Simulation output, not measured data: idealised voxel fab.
Documented hereafter: the process module known as voxel wiring stack.
This is section cut - it's 275 nm across, gridded in 5 nm square cells.
Just so we're on the same page, the cross-sections are grids of square cells, and they're listed out in bands top to bottom, each band one or more rows deep. Band entry format. Leading values: height of top, height of bottom, nm. Remainder: materials in left-to-right order, each with its width in nm. Special words: "throughout" on a single material, which then fills the band edge to edge; "air", empty space. Measure heights from 0. That's the level where, below it, the as-received wafer is all one material. The lowest band is bottomless and extends downward; write it as in "from 0 down". It should be noted that a width expressed as "30..40" varies in equal increments from row to row of cells within the band, taking the value of the first number at the top row and that of the second number at the bottom row. For the purposes of this document, the phrase "nothing altered" attached to a step denotes that no cell within the cross-section was modified by that step. In the "Enclosed void catalog" entry, you get each enclosed empty space of 8 cells or more, one with no open way to the top, written width x height at distance, distance from the left edge, in nm. Whatever follows a step's settings on its line is a remark the simulator itself makes about that step. The line of a step may include "overlay nm". On a step with a mask, this value is how far to the right of its planned place the mask lay. A negative value means the mask lay to the left.
Process steps - plan:
1. op RECEIVE | material Si
2. op CONFORMAL_DEP | material SiO2 | thk nm 10
3. op DIRECTIONAL_DEP | material TiN | thk nm 5
4. op DIRECTIONAL_DEP | material W | thk nm 25
5. op PATTERN | tone cover | mask id METAL_1 | material resist | width nm 20 | pitch nm 35 | thk nm 15 | overlay nm 0
6. op DIRECTIONAL_ETCH | etch materials W | depth nm 25
7. op DIRECTIONAL_ETCH | etch materials TiN | depth nm 5
8. op STRIP | etch materials resist
9. op FILL_DEP | material lowk | thk nm 5
10. op CMP | height nm 40
11. op CONFORMAL_DEP | material SiCN | thk nm 5
12. op DIRECTIONAL_DEP | material SiO2 | thk nm 15
13. op PATTERN | tone open | mask id PLUG_1 | material resist | width nm 15 | pitch nm 70 | thk nm 20 | overlay nm 0
14. op DIRECTIONAL_ETCH | etch materials SiO2 | depth nm 15
15. op DIRECTIONAL_ETCH | etch materials SiCN | depth nm 5
16. op STRIP | etch materials resist
17. op EPI | material Ru | thk nm 10
18. op EPI | material Ru | thk nm 10
19. op DIRECTIONAL_DEP | material TiN | thk nm 5
20. op DIRECTIONAL_DEP | material W | thk nm 25
21. op DIRECTIONAL_DEP | material aC | thk nm 15
22. op PATTERN | tone cover | mask id METAL_2 | material resist | width nm 20 | pitch nm 35 | thk nm 30 | overlay nm 0
23. op DIRECTIONAL_ETCH | etch materials aC | depth nm 15
24. op STRIP | etch materials resist
25. op DIRECTIONAL_ETCH | etch materials W | depth nm 25
26. op DIRECTIONAL_ETCH | etch materials TiN | depth nm 5
27. op STRIP | etch materials aC
28. op FILL_DEP | material lowk | thk nm 5
29. op CMP | height nm 90
30. op CONFORMAL_DEP | material SiCN | thk nm 5
31. op DIRECTIONAL_DEP | material SiO2 | thk nm 10
32. op DIRECTIONAL_DEP | material aC | thk nm 10
33. op PATTERN | tone open | mask id PLUG_2 | material resist | width nm 15 | pitch nm 70 | thk nm 25 | overlay nm 0
34. op DIRECTIONAL_ETCH | etch materials aC | depth nm 10
35. op STRIP | etch materials resist
36. op DIRECTIONAL_ETCH | etch materials SiO2 | depth nm 10
37. op DIRECTIONAL_ETCH | etch materials SiCN | depth nm 5
38. op STRIP | etch materials aC
39. op CONFORMAL_DEP | material TiN | thk nm 5
40. op FILL_DEP | material Ru | thk nm 5
41. op CMP | height nm 105
42. op CONFORMAL_DEP | material SiN | thk nm 5
43. op DIRECTIONAL_DEP | material SiO2 | thk nm 15
44. op PATTERN | tone open | mask id METAL_3 | material resist | width nm 20 | pitch nm 35 | thk nm 20 | overlay nm 0
45. op DIRECTIONAL_ETCH | etch materials SiO2 | depth nm 15
46. op DIRECTIONAL_ETCH | etch materials SiN | depth nm 5
47. op STRIP | etch materials resist
48. op CONFORMAL_DEP | material TiN | thk nm 5
49. op FILL_DEP | material Cu | thk nm 10
50. op CMP | height nm 125
51. op EPI | material Ru | thk nm 5
52. op FILL_DEP | material SiCN | thk nm 5
Wafer-to-wafer difference: width nm, step 13. Common start. Plan = first wafer's value.
Cross-section of the first of several wafers as received (after step 1):
* from 0 down  Si throughout
* Enclosed void catalog: none
Below: a row per wafer. Contents at end of module: for every material, cells gained since receipt (+) or lost since receipt (-); then closed voids:
width nm 15, +18 Cu, +46 Ru, +190 SiCN, +43 SiN, +484 SiO2, +68 TiN, +120 W, +516 lowk, Enclosed void catalog: none
width nm 20, +18 Cu, +54 Ru, +188 SiCN, +43 SiN, +478 SiO2, +68 TiN, +120 W, +516 lowk, Enclosed void catalog: none
width nm 25, +18 Cu, +62 Ru, +186 SiCN, +43 SiN, +472 SiO2, +68 TiN, +120 W, +516 lowk, Enclosed void catalog: none
width nm 30, +18 Cu, +70 Ru, +184 SiCN, +43 SiN, +466 SiO2, +68 TiN, +120 W, +516 lowk, Enclosed void catalog: none
